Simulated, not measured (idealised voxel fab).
Process module in this document: voxel self aligned vias
215 nm wide, 5 nm square cells: that's cross-section cut.
How to read a cross-section here: the picture is a grid of square cells, written as bands going from the top down, and any band can span one or more rows of cells.
Top height, bottom height, nm. Materials left to right, width each, nm. Single material + "edge to edge" = fills band edge to edge. "blank" = empty.
Convention: height 0 is the level below which the wafer, as received, is all one material. The lowest band does not terminate at the bottom but continues downward, represented as "0 -> down".
You'd read "30..40" like this: the band's top row of cells is as wide as the first number, its bottom row is as wide as the second, and going down, every row changes width by the same amount as the row before did.
Reading "no alterations made" for a step: not a cell of the cross-section changed in it.
Listed in "Enclosed void list": every empty space of 8 or more cells without an open way to the top. Form: width x height at distance, the distance being from the left edge, all in nm.
The remark found on a step's line after its settings is issued by the simulator itself and pertains to that step.
The "overlay nm" setting may appear on a step's line; for a step that uses a mask, it gives how far to the right of its planned position the mask lay, and a negative value indicates the left.

The steps planned for the process are as follows
1. RECEIVE, material Si
2. CONFORMAL_DEP, material SiO2, thk nm 10
3. CONFORMAL_DEP, material SiCN, thk nm 5
4. DIRECTIONAL_DEP, material lowk, thk nm 20
5. DIRECTIONAL_DEP, material aC, thk nm 15
6. PATTERN, tone open, mask id LINES, material resist, width nm 30, pitch nm 75, thk nm 35, overlay nm 0
7. DIRECTIONAL_ETCH, etch materials aC, depth nm 15
8. STRIP, etch materials resist
9. DIRECTIONAL_ETCH, etch materials lowk, depth nm 20
10. STRIP, etch materials aC
11. CONFORMAL_DEP, material TiN, thk nm 5
12. FILL_DEP, material Ru, thk nm 10
13. CMP, height nm 35
14. SELECTIVE_ETCH, etch materials W Ru TiN, depth nm 5
15. FILL_DEP, material SiN, thk nm 5
16. CMP, height nm 35
17. DIRECTIONAL_DEP, material lowk, thk nm 15
18. DIRECTIONAL_DEP, material aC, thk nm 15
19. PATTERN, tone open, mask id VIAS, material resist, width nm 50, pitch nm 75, thk nm 30, overlay nm 0
20. DIRECTIONAL_ETCH, etch materials aC, depth nm 15
21. STRIP, etch materials resist
22. DIRECTIONAL_ETCH, etch materials lowk, depth nm 15
23. DIRECTIONAL_ETCH, etch materials SiN, depth nm 5
24. STRIP, etch materials aC
25. CONFORMAL_DEP, material TiN, thk nm 5
26. FILL_DEP, material Ru, thk nm 5
27. CMP, height nm 50
28. CONFORMAL_DEP, material SiCN, thk nm 5

As-received wafer cross-section (after step 1)
  0 -> down = Si edge to edge
  Enclosed void list: none

The first of the two wafers as seen in cross-section once the module was finished; processing followed the plan
  55 -> 50 = SiCN edge to edge
  50 -> 40 = lowk: 45; TiN: 5; Ru: 40; TiN: 5; lowk: 25; TiN: 5; Ru: 40; TiN: 5; lowk: 45
  40 -> 35 = lowk: 45; TiN: 15; Ru: 20; TiN: 15; lowk: 25; TiN: 15; Ru: 20; TiN: 15; lowk: 45
  35 -> 30 = lowk: 55; TiN: 30; lowk: 45; TiN: 30; lowk: 55
  30 -> 20 = lowk: 55; TiN: 5; Ru: 20; TiN: 5; lowk: 45; TiN: 5; Ru: 20; TiN: 5; lowk: 55
  20 -> 15 = lowk: 55; TiN: 30; lowk: 45; TiN: 30; lowk: 55
  15 -> 10 = SiCN edge to edge
  10 -> 0 = SiO2 edge to edge
  0 -> down = Si edge to edge
  Enclosed void list: none

End-of-module cross-section of the second wafer: identical starting point and process plan to the first, with one processing mistake
  55 -> 50 = SiCN edge to edge
  50 -> 40 = lowk: 45; TiN: 5; Ru: 40; TiN: 5; lowk: 25; TiN: 5; Ru: 40; TiN: 5; lowk: 45
  40 -> 35 = lowk: 45; TiN: 50; lowk: 25; TiN: 50; lowk: 45
  35 -> 30 = SiCN edge to edge
  30 -> 10 = lowk edge to edge
  10 -> 0 = SiO2 edge to edge
  0 -> down = Si edge to edge
  Enclosed void list: none
Misprocessing identified: plan vs actual: 3 and 4 interchanged
Final difference in cells, second wafer against first, listed per material as more or fewer: Ru: 24 fewer, TiN: 24 fewer, lowk: 48 more
